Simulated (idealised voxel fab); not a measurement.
A process module follows: voxel transistor to metal.
The width of the displayed cross-section, cut, is 195 nm; its cells are square, with a size of 5 nm.
In what follows, cross-sections appear as grids of square cells, described through bands that run from the top down, where every band is one or more rows of cells.
In this notation a band is specified by the heights of its top and bottom, in that order and in nm, after which its materials appear from left to right, each paired with its width in nm. The word "everywhere" attached to a single material means that material fills the band from edge to edge; the word "air" stands for empty space.
Heads up on the height convention: 0 is the point under which the incoming wafer is all one material, and the lowest band has no bottom, it just keeps going down, like "from 0 down".
The notation "30 to 40" denotes a width that varies across the rows of cells in the band, beginning at the first number in the top row, finishing at the second number in the bottom row, and changing by an identical amount from each row to the next.
What does "nothing altered" mean for a step? It means no cell of the cross-section changed in that step.
Empty spaces without an open route to the top, at least 8 cells in extent, make up the entry "Closed empty spaces"; each is given as width x height at distance, where the distance is measured from the left edge, and all are in nm.
Where a step's line continues beyond its settings, the continuation is a remark by the simulator itself on that step.
"overlay nm" denotes, for a step that has a mask, the displacement of the mask to the right of its planned place, with negative values corresponding to the left.
**Process steps - plan**
- 1: RECEIVE, material Si
- 2: OXIDIZE, depth nm 5
- 3: CONFORMAL_DEP, material SiN, thk nm 10
- 4: MASKED_ETCH, tone cover, mask id ACTIVE, width nm 115, etch materials SiN, depth nm 10, overlay nm 0
- 5: MASKED_ETCH, tone cover, mask id ACTIVE, width nm 115, etch materials SiO2, depth nm 5, overlay nm 0
- 6: MASKED_ETCH, tone cover, mask id ACTIVE, width nm 115, etch materials Si, depth nm 35, overlay nm 0
- 7: FILL_DEP, material SiO2, thk nm 10
- 8: CMP, height nm 10
- 9: SELECTIVE_ETCH, etch materials SiO2, depth nm 10
- 10: STRIP, etch materials SiN
- 11: SELECTIVE_ETCH, etch materials SiO2, depth nm 5
- 12: OXIDIZE, depth nm 5
- 13: DIRECTIONAL_DEP, material polySi, thk nm 30
- 14: DIRECTIONAL_DEP, material SiCN, thk nm 15
- 15: DIRECTIONAL_DEP, material aC, thk nm 10
- 16: PATTERN, tone cover, mask id GATE, material resist, width nm 25, thk nm 30, overlay nm 0
- 17: DIRECTIONAL_ETCH, etch materials aC, depth nm 10
- 18: STRIP, etch materials resist
- 19: DIRECTIONAL_ETCH, etch materials SiCN, depth nm 25
- 20: DIRECTIONAL_ETCH, etch materials polySi, depth nm 40
- 21: STRIP, etch materials aC
- 22: CONFORMAL_DEP, material SiO2, thk nm 5
- 23: DIRECTIONAL_ETCH, etch materials SiO2, depth nm 5
- 24: CONFORMAL_DEP, material SiN, thk nm 5
- 25: DIRECTIONAL_ETCH, etch materials SiN, depth nm 5
- 26: DIRECTIONAL_ETCH, etch materials SiO2, depth nm 5
- 27: EPI, material nSi, thk nm 5
- 28: FILL_DEP, material SiO2, thk nm 10
- 29: CMP, height nm 40
- 30: DIRECTIONAL_DEP, material SiO2, thk nm 10
- 31: PATTERN, tone open, mask id CONTACT, material resist, width nm 15, pitch nm 80, thk nm 15, overlay nm 0
- 32: DIRECTIONAL_ETCH, etch materials SiO2, depth nm 55
- 33: STRIP, etch materials resist
- 34: CONFORMAL_DEP, material TiN, thk nm 5
- 35: FILL_DEP, material Ru, thk nm 10
- 36: CMP, height nm 50
- 37: CONFORMAL_DEP, material SiN, thk nm 5
- 38: DIRECTIONAL_DEP, material SiO2, thk nm 20
- 39: DIRECTIONAL_DEP, material aC, thk nm 15
- 40: PATTERN, tone open, mask id METAL_1, material resist, width nm 15, pitch nm 80, thk nm 35, overlay nm 0
- 41: DIRECTIONAL_ETCH, etch materials aC, depth nm 15
- 42: STRIP, etch materials resist
- 43: DIRECTIONAL_ETCH, etch materials SiO2, depth nm 20
- 44: DIRECTIONAL_ETCH, etch materials SiN, depth nm 5
- 45: STRIP, etch materials aC
- 46: CONFORMAL_DEP, material TiN, thk nm 5
- 47: FILL_DEP, material Cu, thk nm 10
- 48: CMP, height nm 75
- 49: CONFORMAL_DEP, material SiCN, thk nm 5
**Received-state cross-section, reflecting completion of step 1**
	from 0 down | Si everywhere
	Closed empty spaces: none
**a wafer at the end: this start, this plan, one mistake**
	from 80 to 75 | SiCN everywhere
	from 75 to 70 | Cu everywhere
	from 70 to 65 | 55 TiN / 5 Cu / 75 TiN / 5 Cu / 55 TiN
	from 65 to 55 | 50 SiO2 / 5 TiN / 5 Cu / 5 TiN / 65 SiO2 / 5 TiN / 5 Cu / 5 TiN / 50 SiO2
	from 55 to 50 | 50 SiN / 15 TiN / 65 SiN / 15 TiN / 50 SiN
	from 50 to 40 | 50 SiO2 / 5 TiN / 5 Ru / 5 TiN / 65 SiO2 / 5 TiN / 5 Ru / 5 TiN / 50 SiO2
	from 40 to 25 | 50 SiO2 / 5 TiN / 5 Ru / 5 TiN / 10 SiO2 / 5 SiN / 5 SiO2 / 25 SiCN / 5 SiO2 / 5 SiN / 10 SiO2 / 5 TiN / 5 Ru / 5 TiN / 50 SiO2
	from 25 to 0 | 50 SiO2 / 5 TiN / 5 Ru / 5 TiN / 10 SiO2 / 5 SiN / 5 SiO2 / 25 polySi / 5 SiO2 / 5 SiN / 10 SiO2 / 5 TiN / 5 Ru / 5 TiN / 50 SiO2
	from 0 to -5 | 50 SiO2 / 15 TiN / 10 SiO2 / 5 SiN / 5 SiO2 / 25 polySi / 5 SiO2 / 5 SiN / 10 SiO2 / 15 TiN / 50 SiO2
	from -5 to -10 | 35 SiO2 / 40 nSi / 45 SiO2 / 40 nSi / 35 SiO2
	from -10 to -40 | 40 SiO2 / 115 Si / 40 SiO2
	from -40 down | Si everywhere
	Closed empty spaces: none
Short version of what went wrong: it should be noted that step 38 was executed with settings other than those planned, the operation and settings actually applied being DIRECTIONAL_DEP, material SiO2, thk nm 10
